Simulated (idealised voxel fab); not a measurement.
process module | voxel air gaps
cross-section cut | 275 nm wide | cells 5 nm
A cross-section is a grid of square cells, given in bands from the top down. A band is one or more rows of cells.
Each band's line starts with the height of the band's top and of its bottom, in nm. Then come its materials from left to right, each with its width in nm. One material with "throughout" fills the band from edge to edge. "air" is empty space.
Height 0 is the level under which the wafer as received is all one material. The lowest band goes on downwards, as in "0 down".
A width such as "30 to 40" changes by the same amount from each row of cells to the next, from the band's top row to its bottom row.
"no change" after a step means that no cell of the cross-section changed.
closed voids: empty space of 8 cells or more with no open way to the top, each as width x height at its distance from the left edge, in nm
after a step's settings: what the simulator itself notes on the step
overlay nm, on a step with a mask: how far to the right of its planned place the mask lay; to the left if negative
plan
1 op RECEIVE | material Si
2 op CONFORMAL_DEP | material SiO2 | thk nm 10
3 op CONFORMAL_DEP | material SiCN | thk nm 5
4 op DIRECTIONAL_DEP | material SiO2 | thk nm 40
5 op DIRECTIONAL_DEP | material aC | thk nm 10
6 op PATTERN | tone open | mask id LINES | material resist | width nm 15 | pitch nm 55 | thk nm 30 | overlay nm 0
7 op DIRECTIONAL_ETCH | etch materials aC | depth nm 10
8 op STRIP | etch materials resist
9 op DIRECTIONAL_ETCH | etch materials SiO2 | depth nm 40
10 op STRIP | etch materials aC
11 op CONFORMAL_DEP | material TiN | thk nm 5
12 op FILL_DEP | material Ru | thk nm 10
13 op CMP | height nm 55
14 op EPI | material Ru | thk nm 10
15 op SELECTIVE_ETCH | etch materials SiO2 | depth nm 50
16 op CONFORMAL_DEP | material SiCN | thk nm 5
varied across the wafers: width nm of step 6. The plan shows the first wafer's value. All wafers start alike
first wafer as received, after step 1
  0 down: Si throughout
  closed voids: none
each wafer at the end: cells of each material gained (+) or lost (-) since it was received, then its closed voids
width nm 15 | +63 Ru | +194 SiCN | +110 SiO2 | +51 TiN | closed voids: none
width nm 20 | +90 Ru | +194 SiCN | +110 SiO2 | +54 TiN | closed voids: none
width nm 25 | +117 Ru | +194 SiCN | +110 SiO2 | +57 TiN | closed voids: 20 x 30 at 100; 20 x 30 at 155
width nm 30 | +144 Ru | +186 SiCN | +110 SiO2 | +60 TiN | closed voids: 15 x 30 at 105; 15 x 30 at 160
width nm 35 | +171 Ru | +138 SiCN | +174 SiO2 | +63 TiN | closed voids: none
width nm 40 | +194 Ru | +138 SiCN | +158 SiO2 | +66 TiN | closed voids: none
